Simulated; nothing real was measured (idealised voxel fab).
process module | voxel capacitor over wiring
cross-section cut | 150 nm wide | cells 5 nm
A cross-section is a grid of square cells, given in bands from the top down. A band is one or more rows of cells.
Each band's line starts with the height of the band's top and of its bottom, in nm. Then come its materials from left to right, each with its width in nm. One material with "throughout" fills the band from edge to edge. "air" is empty space.
Height 0 is the level under which the wafer as received is all one material. The lowest band goes on downwards, as in "0 down".
A width such as "30 to 40" changes by the same amount from each row of cells to the next, from the band's top row to its bottom row.
"no change" after a step means that no cell of the cross-section changed.
closed voids: empty space of 8 cells or more with no open way to the top, each as width x height at its distance from the left edge, in nm
after a step's settings: what the simulator itself notes on the step
overlay nm, on a step with a mask: how far to the right of its planned place the mask lay; to the left if negative
plan
1 op RECEIVE | material Si
2 op CONFORMAL_DEP | material SiO2 | thk nm 15
3 op CONFORMAL_DEP | material SiN | thk nm 5
4 op DIRECTIONAL_DEP | material lowk | thk nm 25
5 op PATTERN | tone open | mask id METAL_1 | material resist | width nm 25 | pitch nm 95 | thk nm 20 | overlay nm 0
6 op DIRECTIONAL_ETCH | etch materials lowk | depth nm 25
7 op DIRECTIONAL_ETCH | etch materials SiN | depth nm 5
8 op STRIP | etch materials resist
9 op CONFORMAL_DEP | material TiN | thk nm 5
10 op FILL_DEP | material Cu | thk nm 10
11 op CMP | height nm 45
12 op CONFORMAL_DEP | material SiCN | thk nm 5
13 op DIRECTIONAL_DEP | material lowk | thk nm 20
14 op DIRECTIONAL_DEP | material aC | thk nm 15
15 op PATTERN | tone open | mask id PLUG_1 | material resist | width nm 15 | thk nm 35 | overlay nm 0
16 op DIRECTIONAL_ETCH | etch materials aC | depth nm 15
17 op STRIP | etch materials resist
18 op DIRECTIONAL_ETCH | etch materials lowk | depth nm 20
19 op DIRECTIONAL_ETCH | etch materials SiCN | depth nm 5
20 op STRIP | etch materials aC
21 op CONFORMAL_DEP | material TiN | thk nm 5
22 op FILL_DEP | material Ru | thk nm 10
23 op CMP | height nm 70
24 op DIRECTIONAL_DEP | material TiN | thk nm 5
25 op DIRECTIONAL_DEP | material Al2O3 | thk nm 5
26 op DIRECTIONAL_DEP | material TiN | thk nm 10
27 op DIRECTIONAL_DEP | material aC | thk nm 10
28 op PATTERN | tone cover | mask id UPPER_PLATE | material resist | width nm 75 | thk nm 30 | overlay nm 0
29 op DIRECTIONAL_ETCH | etch materials aC | depth nm 10
30 op STRIP | etch materials resist
31 op DIRECTIONAL_ETCH | etch materials TiN | depth nm 10
32 op DIRECTIONAL_ETCH | etch materials Al2O3 | depth nm 5
33 op STRIP | etch materials aC
34 op MASKED_ETCH | tone cover | mask id LOWER_PLATE | width nm 85 | etch materials TiN | depth nm 5 | overlay nm 0
35 op FILL_DEP | material SiO2 | thk nm 20
36 op CMP | height nm 105
37 op DIRECTIONAL_DEP | material aC | thk nm 15
38 op PATTERN | tone open | mask id PLUG_2 | material resist | width nm 15 | thk nm 30 | overlay nm 0
39 op DIRECTIONAL_ETCH | etch materials aC | depth nm 15
40 op STRIP | etch materials resist
41 op DIRECTIONAL_ETCH | etch materials SiO2 | depth nm 15
42 op STRIP | etch materials aC
43 op CONFORMAL_DEP | material TiN | thk nm 5
44 op FILL_DEP | material Cu | thk nm 10
45 op CMP | height nm 105
46 op CONFORMAL_DEP | material SiN | thk nm 5
as received, after step 1
  0 down: Si throughout
  closed voids: none
a wafer at the end: this start, this plan, one mistake
  110 to 105: SiN throughout
  105 to 95: SiO2 40 | TiN 5 | Cu 5 | TiN 5 | SiO2 95
  95 to 90: SiO2 40 | TiN 15 | SiO2 95
  90 to 80: SiO2 25 | TiN 75 | SiO2 50
  80 to 75: SiO2 25 | Al2O3 75 | SiO2 50
  75 to 70: SiO2 20 | TiN 85 | SiO2 45
  70 to 50: lowk 25 | TiN 5 | Ru 5 | TiN 5 | lowk 110
  50 to 45: SiCN 25 | TiN 15 | SiCN 110
  45 to 20: lowk 15 | TiN 5 | Cu 15 | TiN 5 | lowk 70 | TiN 5 | Cu 15 | TiN 5 | lowk 15
  20 to 15: SiN 15 | TiN 25 | SiN 70 | TiN 25 | SiN 15
  15 to 0: SiO2 throughout
  0 down: Si throughout
  closed voids: none
what went wrong: step 38 ran as: op PATTERN | tone open | mask id PLUG_2 | material resist | width nm 15 | thk nm 30 | overlay nm 5
